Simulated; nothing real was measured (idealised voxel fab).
This is a process module. Its name is voxel ribs on slabs.
For reference, the cross-section in this document is cut, with width 155 nm and square cells of 5 nm.
Cross-section layout: square cells on a grid; listed as bands, top to bottom; a band spans one or more cell rows.
Look at the band entry: it leads with the top's height and the bottom's height in nm. Then it lists the materials left to right, with a width in nm for each. The word "all across" on a single material says that material fills the band edge to edge. The word "empty" is empty space.
Height is counted from the level 0, under which the received wafer is composed throughout of one material. The lowest of the bands is not closed at the bottom but continues downward, in the notation "0 down".
Width spec "30 to 40" -> top row of cells at first value, bottom row at second value, equal per-row change in between.
It should be understood that the words "no change", when stated for a given step, signify that the cross-section underwent no change in any of its cells during that step.
The label "Completely enclosed voids" introduces a list of the empty spaces, 8 cells or larger, that have no open way up to the top; each entry in it reads width x height at distance, where the distance is taken from the left edge and all three are stated in nm.
The remark found on a step's line after its settings is issued by the simulator itself and pertains to that step.
"overlay nm" denotes, for a step that has a mask, the displacement of the mask to the right of its planned place, with negative values corresponding to the left.
Planned step list for the process
1 RECEIVE with material Si
2 DIRECTIONAL_DEP with material SiO2, thk nm 20
3 DIRECTIONAL_DEP with material polySi, thk nm 20
4 PATTERN with tone cover, mask id RIB, material resist, width nm 15, thk nm 15, overlay nm 0
5 DIRECTIONAL_ETCH with etch materials polySi, depth nm 5
6 STRIP with etch materials resist
7 MASKED_ETCH with tone cover, mask id SLAB, width nm 75, etch materials polySi, depth nm 15, overlay nm 0
8 FILL_DEP with material SiO2, thk nm 30
9 CMP with height nm 60
10 DIRECTIONAL_DEP with material W, thk nm 5
11 DIRECTIONAL_DEP with material aC, thk nm 15
12 PATTERN with tone cover, mask id HEATER, material resist, width nm 25, thk nm 35, overlay nm 0
13 DIRECTIONAL_ETCH with etch materials aC, depth nm 15
14 STRIP with etch materials resist
15 DIRECTIONAL_ETCH with etch materials W, depth nm 5
16 STRIP with etch materials aC
17 CONFORMAL_DEP with material SiN, thk nm 10
First of two wafers: run as planned
Wafer cross-section on receipt, i.e. after step 1
* 0 down: Si all across
* Completely enclosed voids: none
So this is the wafer cross-section right after step 2
* 20 to 0: SiO2 all across
* Everything below 0 is unchanged.
So this is the wafer cross-section right after step 3
* 40 to 20: polySi all across
* Everything below 20 is unchanged.
So this is the wafer cross-section right after step 4
* 55 to 40: 70 nm empty; 15 nm resist; 70 nm empty
* Everything below 40 is unchanged.
So this is the wafer cross-section right after step 5
* 55 to 40: 70 nm empty; 15 nm resist; 70 nm empty
* 40 to 35: 70 nm empty; 15 nm polySi; 70 nm empty
* Everything below 35 is unchanged.
So this is the wafer cross-section right after step 6
* 40 to 35: 70 nm empty; 15 nm polySi; 70 nm empty
* Everything below 35 is unchanged.
So this is the wafer cross-section right after step 7
* 40 to 35: 70 nm empty; 15 nm polySi; 70 nm empty
* 35 to 20: 40 nm empty; 75 nm polySi; 40 nm empty
* Everything below 20 is unchanged.
So this is the wafer cross-section right after step 8
* 70 to 40: SiO2 all across
* 40 to 35: 70 nm SiO2; 15 nm polySi; 70 nm SiO2
* 35 to 20: 40 nm SiO2; 75 nm polySi; 40 nm SiO2
* Everything below 20 is unchanged.
So this is the wafer cross-section right after step 9
* 60 to 40: SiO2 all across
* Everything below 40 is unchanged.
So this is the wafer cross-section right after step 10
* 65 to 60: W all across
* Everything below 60 is unchanged.
So this is the wafer cross-section right after step 11
* 80 to 65: aC all across
* Everything below 65 is unchanged.
So this is the wafer cross-section right after step 12
* 115 to 80: 65 nm empty; 25 nm resist; 65 nm empty
* Everything below 80 is unchanged.
So this is the wafer cross-section right after step 13
* 100 to 80: 65 nm empty; 25 nm resist; 65 nm empty
* 80 to 65: 65 nm empty; 25 nm aC; 65 nm empty
* Everything below 65 is unchanged.
So this is the wafer cross-section right after step 14
* 80 to 65: 65 nm empty; 25 nm aC; 65 nm empty
* Everything below 65 is unchanged.
So this is the wafer cross-section right after step 15
* 80 to 65: 65 nm empty; 25 nm aC; 65 nm empty
* 65 to 60: 65 nm empty; 25 nm W; 65 nm empty
* Everything below 60 is unchanged.
So this is the wafer cross-section right after step 16
* 65 to 60: 65 nm empty; 25 nm W; 65 nm empty
* Everything below 60 is unchanged.
So this is the wafer cross-section right after step 17
* 75 to 70: 55 nm empty; 45 nm SiN; 55 nm empty
* 70 to 65: SiN all across
* 65 to 60: 65 nm SiN; 25 nm W; 65 nm SiN
* Everything below 60 is unchanged.
Notes, second wafer: start = first wafer's, plan = first wafer's, execution had one mistake; history identical to first through step 3
when step 4 should have ended
* 55 to 40: 60 nm empty; 15 nm resist; 80 nm empty
* Everything below 40 is unchanged.
when step 5 should have ended
* 55 to 40: 60 nm empty; 15 nm resist; 80 nm empty
* 40 to 35: 60 nm empty; 15 nm polySi; 80 nm empty
* Everything below 35 is unchanged.
when step 6 should have ended
* 40 to 35: 60 nm empty; 15 nm polySi; 80 nm empty
* Everything below 35 is unchanged.
when step 7 should have ended
* 40 to 35: 60 nm empty; 15 nm polySi; 80 nm empty
* 35 to 20: 40 nm empty; 75 nm polySi; 40 nm empty
* Everything below 20 is unchanged.
when step 8 should have ended
* 70 to 40: SiO2 all across
* 40 to 35: 60 nm SiO2; 15 nm polySi; 80 nm SiO2
* 35 to 20: 40 nm SiO2; 75 nm polySi; 40 nm SiO2
* Everything below 20 is unchanged.
when step 9 should have ended
* 60 to 40: SiO2 all across
* Everything below 40 is unchanged.
when step 10 should have ended
* 65 to 60: W all across
* Everything below 60 is unchanged.
when step 11 should have ended
* 80 to 65: aC all across
* Everything below 65 is unchanged.
when step 12 should have ended
* 115 to 80: 65 nm empty; 25 nm resist; 65 nm empty
* Everything below 80 is unchanged.
when step 13 should have ended
* 100 to 80: 65 nm empty; 25 nm resist; 65 nm empty
* 80 to 65: 65 nm empty; 25 nm aC; 65 nm empty
* Everything below 65 is unchanged.
when step 14 should have ended
* 80 to 65: 65 nm empty; 25 nm aC; 65 nm empty
* Everything below 65 is unchanged.
when step 15 should have ended
* 80 to 65: 65 nm empty; 25 nm aC; 65 nm empty
* 65 to 60: 65 nm empty; 25 nm W; 65 nm empty
* Everything below 60 is unchanged.
when step 16 should have ended
* 65 to 60: 65 nm empty; 25 nm W; 65 nm empty
* Everything below 60 is unchanged.
when step 17 should have ended
* 75 to 70: 55 nm empty; 45 nm SiN; 55 nm empty
* 70 to 65: SiN all across
* 65 to 60: 65 nm SiN; 25 nm W; 65 nm SiN
* Everything below 60 is unchanged.
Heads up, the wafer didn't run the way we planned it: note that step 4 departed from the planned setting and was carried out as PATTERN with tone cover, mask id RIB, material resist, width nm 15, thk nm 15, overlay nm -10
The two final wafers agree on how many cells each material fills and disagree on which cells those are.
